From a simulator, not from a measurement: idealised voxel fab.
This is a process module. Its name is voxel self aligned contacts.
FYI the section here is cut, 170 nm wide, cells are 5 nm squares.
Square cells in a grid make up a cross-section in this document, and the grid is given as bands, listed from the top down, each one or more rows of cells.
Quick guide to a band line: top height, bottom height (nm) up front; then every material left to right with its width in nm. Only one material and it's marked "full width"? Then it fills the band edge to edge. And "blank" just means empty space.
For the purposes of this specification, 0 denotes the height below which the wafer in its as-received condition is composed wholly of one material, and the lowermost band, lacking a lower limit, extends downward without end, as expressed in "from 0 down".
Width "30..40": first value at the band's top row of cells, second value at its bottom row, equal change from row to row.
Any step labelled "remains unaltered" changed none of the cells in the cross-section.
The list in "Closed voids list" covers empty spaces of 8 cells or more that cannot reach the top through any open way, and it gives each as width x height at distance; the distance is from the left edge, and width, height and distance are in nm.
The remark found on a step's line after its settings is issued by the simulator itself and pertains to that step.
overlay nm, on a step with a mask: how far to the right of its planned place the mask lay; to the left if negative
### Planned step list for the process
step 1: RECEIVE, material Si
step 2: CONFORMAL_DEP, material SiO2, thk nm 5
step 3: DIRECTIONAL_DEP, material polySi, thk nm 25
step 4: DIRECTIONAL_DEP, material SiN, thk nm 20
step 5: PATTERN, tone cover, mask id GATE, material resist, width nm 25, pitch nm 60, thk nm 20, overlay nm 0
step 6: DIRECTIONAL_ETCH, etch materials SiN, depth nm 20
step 7: DIRECTIONAL_ETCH, etch materials polySi, depth nm 25
step 8: STRIP, etch materials resist
step 9: CONFORMAL_DEP, material SiN, thk nm 5
step 10: DIRECTIONAL_ETCH, etch materials SiN, depth nm 5
step 11: FILL_DEP, material SiO2, thk nm 15
step 12: CMP, height nm 55
step 13: DIRECTIONAL_DEP, material aC, thk nm 10
step 14: PATTERN, tone open, mask id CONTACT, material resist, width nm 45, thk nm 25, overlay nm 0
step 15: DIRECTIONAL_ETCH, etch materials aC, depth nm 10
step 16: STRIP, etch materials resist
step 17: DIRECTIONAL_ETCH, etch materials SiO2, depth nm 55
step 18: STRIP, etch materials aC
step 19: CONFORMAL_DEP, material TiN, thk nm 5
step 20: FILL_DEP, material Ru, thk nm 5
step 21: CMP, height nm 55
step 22: CONFORMAL_DEP, material SiCN, thk nm 5
### Cross-sectional view of the wafer in its as-received condition, corresponding to the state after step 1
- from 0 down: Si full width
- Closed voids list: none
### Cross-section taken at module completion on the first of two wafers; processed per the plan
- from 60 to 55: SiCN full width
- from 55 to 50: SiO2: 60; TiN: 15; Ru: 15; TiN: 15; SiO2: 65
- from 50 to 30: SiO2: 35; SiN: 35; TiN: 5; Ru: 15; TiN: 5; SiN: 35; SiO2: 40
- from 30 to 5: SiO2: 35; SiN: 5; polySi: 25; SiN: 5; TiN: 5; Ru: 15; TiN: 5; SiN: 5; polySi: 25; SiN: 5; SiO2: 40
- from 5 to 0: SiO2: 70; TiN: 25; SiO2: 75
- from 0 down: Si full width
- Closed voids list: none
### Now the second wafer, cross-sectioned at the end of the module. Nothing different at the start, nothing different in the plan compared with the first, just one mistake when it was actually run
- from 60 to 55: SiCN full width
- from 55 to 50: SiO2: 60; TiN: 10; Ru: 25; TiN: 10; SiO2: 65
- from 50 to 30: SiO2: 40; SiN: 25; TiN: 5; Ru: 25; TiN: 5; SiN: 25; SiO2: 45
- from 30 to 5: SiO2: 40; polySi: 25; TiN: 5; Ru: 25; TiN: 5; polySi: 25; SiO2: 45
- from 5 to 0: SiO2: 65; TiN: 35; SiO2: 70
- from 0 down: Si full width
- Closed voids list: none
What was the processing mistake? planned and actual differ for step 9; actual: CONFORMAL_DEP, material SiO2, thk nm 5
Final comparison by cell count, materials where the second wafer has more or fewer than the first: Ru +20, SiN -36, SiO2 +16
